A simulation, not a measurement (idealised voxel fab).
process module | voxel wiring stack
cross-section cut | 290 nm wide | cells 5 nm
A cross-section is a grid of square cells, given in bands from the top down. A band is one or more rows of cells.
Each band's line starts with the height of the band's top and of its bottom, in nm. Then come its materials from left to right, each with its width in nm. One material with "throughout" fills the band from edge to edge. "air" is empty space.
Height 0 is the level under which the wafer as received is all one material. The lowest band goes on downwards, as in "0 down".
A width such as "30 to 40" changes by the same amount from each row of cells to the next, from the band's top row to its bottom row.
"no change" after a step means that no cell of the cross-section changed.
closed voids: empty space of 8 cells or more with no open way to the top, each as width x height at its distance from the left edge, in nm
after a step's settings: what the simulator itself notes on the step
overlay nm, on a step with a mask: how far to the right of its planned place the mask lay; to the left if negative
plan
1 op RECEIVE | material Si
2 op CONFORMAL_DEP | material SiO2 | thk nm 15
3 op DIRECTIONAL_DEP | material TiN | thk nm 5
4 op DIRECTIONAL_DEP | material W | thk nm 15
5 op DIRECTIONAL_DEP | material aC | thk nm 10
6 op PATTERN | tone cover | mask id METAL_1 | material resist | width nm 25 | pitch nm 50 | thk nm 25 | overlay nm 0
7 op DIRECTIONAL_ETCH | etch materials aC | depth nm 10
8 op STRIP | etch materials resist
9 op DIRECTIONAL_ETCH | etch materials W | depth nm 15
10 op DIRECTIONAL_ETCH | etch materials TiN | depth nm 5
11 op STRIP | etch materials aC
12 op FILL_DEP | material SiO2 | thk nm 5
13 op CMP | height nm 35
14 op CONFORMAL_DEP | material SiCN | thk nm 5
15 op DIRECTIONAL_DEP | material SiO2 | thk nm 20
16 op MASKED_ETCH | tone open | mask id PLUG_1 | width nm 15 | etch materials SiO2 | depth nm 20 | overlay nm 0
17 op MASKED_ETCH | tone open | mask id PLUG_1 | width nm 15 | etch materials SiCN | depth nm 5 | overlay nm 0
18 op EPI | material Ru | thk nm 10
19 op EPI | material Ru | thk nm 10
20 op EPI | material Ru | thk nm 5
21 op CONFORMAL_DEP | material SiCN | thk nm 5
22 op DIRECTIONAL_DEP | material lowk | thk nm 25
23 op PATTERN | tone open | mask id METAL_2 | material resist | width nm 25 | pitch nm 50 | thk nm 20 | overlay nm 0
24 op DIRECTIONAL_ETCH | etch materials lowk | depth nm 25
25 op DIRECTIONAL_ETCH | etch materials SiCN | depth nm 5
26 op STRIP | etch materials resist
27 op CONFORMAL_DEP | material TiN | thk nm 5
28 op FILL_DEP | material Ru | thk nm 5
29 op CMP | height nm 90
30 op EPI | material Ru | thk nm 5
31 op FILL_DEP | material SiCN | thk nm 5
32 op DIRECTIONAL_DEP | material SiO2 | thk nm 20
33 op DIRECTIONAL_DEP | material aC | thk nm 10
34 op PATTERN | tone open | mask id PLUG_2 | material resist | width nm 15 | pitch nm 50 | thk nm 25 | overlay nm 0
35 op DIRECTIONAL_ETCH | etch materials aC | depth nm 10
36 op STRIP | etch materials resist
37 op DIRECTIONAL_ETCH | etch materials SiO2 | depth nm 20
38 op DIRECTIONAL_ETCH | etch materials SiCN | depth nm 5
39 op STRIP | etch materials aC
40 op EPI | material Ru | thk nm 10
41 op EPI | material Ru | thk nm 10
42 op EPI | material Ru | thk nm 5
43 op CONFORMAL_DEP | material SiCN | thk nm 5
44 op DIRECTIONAL_DEP | material SiO2 | thk nm 25
45 op DIRECTIONAL_DEP | material aC | thk nm 15
46 op PATTERN | tone open | mask id METAL_3 | material resist | width nm 25 | pitch nm 50 | thk nm 35 | overlay nm 0
47 op DIRECTIONAL_ETCH | etch materials aC | depth nm 15
48 op STRIP | etch materials resist
49 op DIRECTIONAL_ETCH | etch materials SiO2 | depth nm 25
50 op DIRECTIONAL_ETCH | etch materials SiCN | depth nm 5
51 op STRIP | etch materials aC
52 op CONFORMAL_DEP | material TiN | thk nm 5
53 op FILL_DEP | material Cu | thk nm 5
54 op CMP | height nm 150
55 op CONFORMAL_DEP | material SiN | thk nm 5
as received, after step 1
  0 down: Si throughout
  closed voids: none
a wafer at the end: this start, this plan, one mistake
  155 to 150: SiN throughout
  150 to 125: SiO2 105 | TiN 5 | Cu 15 | TiN 5 | SiO2 25 | TiN 5 | Cu 15 | TiN 5 | SiO2 110
  125 to 120: SiCN 105 | TiN 25 | SiCN 25 | TiN 25 | SiCN 110
  120 to 110: SiO2 105 | SiCN 5 | TiN 5 | SiCN 5 | SiO2 35 | SiCN 5 | TiN 5 | SiCN 5 | SiO2 120
  110 to 100: SiO2 105 | Ru 15 | SiO2 35 | Ru 15 | SiO2 120
  100 to 90: SiCN 105 to 100 | Ru 15 to 35 | SiCN 35 to 15 | Ru 15 to 35 | SiCN 120 to 105
  90 to 65: lowk 105 | TiN 5 | Ru 15 | TiN 5 | lowk 25 | TiN 5 | Ru 15 | TiN 5 | lowk 110
  65 to 60: SiCN 105 | TiN 25 | SiCN 25 | TiN 25 | SiCN 110
  60 to 40: SiO2 105 | Ru 15 | SiO2 170
  40 to 35: SiCN 105 | Ru 15 | SiCN 170
  35 to 20: SiO2 105 | W 25 | SiO2 25 | W 25 | SiO2 110
  20 to 15: SiO2 105 | TiN 25 | SiO2 25 | TiN 25 | SiO2 110
  15 to 0: SiO2 throughout
  0 down: Si throughout
  closed voids: none
what went wrong: one of the steps 40 and 41, which are alike, was left out
